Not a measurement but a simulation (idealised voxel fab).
Herein follows the process module entitled voxel spacer lines.
Shown is cross-section cut, with a width of 225 nm and square cells of size 5 nm.
Bands, listed from the top down, are how a cross-section gets written in this document; the cross-section itself is a grid of square cells, and a band is one or more rows of them. In this notation a band is specified by the heights of its top and bottom, in that order and in nm, after which its materials appear from left to right, each paired with its width in nm. The word "edge to edge" attached to a single material means that material fills the band from edge to edge; the word "blank" stands for empty space. It should be noted that heights are counted from 0, beneath which the wafer as supplied is of one material throughout, and that the lowest band possesses no lower boundary but continues downward, as written in "top 0, no bottom". Top row gets the first number, bottom row gets the second, and each row in between changes by the same step: that is how a band width like "30->40" works. A step reported as "everything unchanged" is a step in which no cell of the cross-section changed. This entry, "Internal closed voids", enumerates those empty regions of no fewer than 8 cells that possess no open connection to the top. Each region is reported in the form width x height at distance, the distance being taken from the left edge, with all three quantities expressed in nm. Post-settings text on a step line: simulator's own remark regarding the step. For masked steps, "overlay nm" on the step line gives how far right of plan the mask actually lay; a minus sign means it lay to the left.
plan
1,RECEIVE | material Si
2,CONFORMAL_DEP | material SiO2 | thk nm 10
3,DIRECTIONAL_DEP | material TiN | thk nm 10
4,DIRECTIONAL_DEP | material polySi | thk nm 20
5,PATTERN | tone cover | mask id MANDREL | material resist | width nm 20 | pitch nm 70 | thk nm 30 | overlay nm 0
6,DIRECTIONAL_ETCH | etch materials polySi | depth nm 20
7,STRIP | etch materials resist
8,CONFORMAL_DEP | material SiN | thk nm 15
9,DIRECTIONAL_ETCH | etch materials SiN | depth nm 15
10,STRIP | etch materials polySi
11,DIRECTIONAL_ETCH | etch materials TiN | depth nm 10
12,STRIP | etch materials SiN
Here's what the wafer looked like in cross-section when it arrived - that's after step 1
- top 0, no bottom: Si edge to edge
- Internal closed voids: none
The first of the two wafers as seen in cross-section once the module was finished; processing followed the plan
- top 20, bottom 10: blank (15), TiN (15), blank (20), TiN (15), blank (20), TiN (15), blank (20), TiN (15), blank (20), TiN (15), blank (20), TiN (15), blank (20)
- top 10, bottom 0: SiO2 edge to edge
- top 0, no bottom: Si edge to edge
- Internal closed voids: none
Wafer two (of two), end-of-module cross-section: start = wafer one, plan = wafer one, one run mistake
- top 20, bottom 10: SiO2 edge to edge
- top 10, bottom 0: TiN edge to edge
- top 0, no bottom: Si edge to edge
- Internal closed voids: none
What went wrong in running the wafer? steps 2 and 3 of the plan were each performed in the slot designated for the other
Final cells, second wafer relative to first, materials higher or lower: +54 TiN
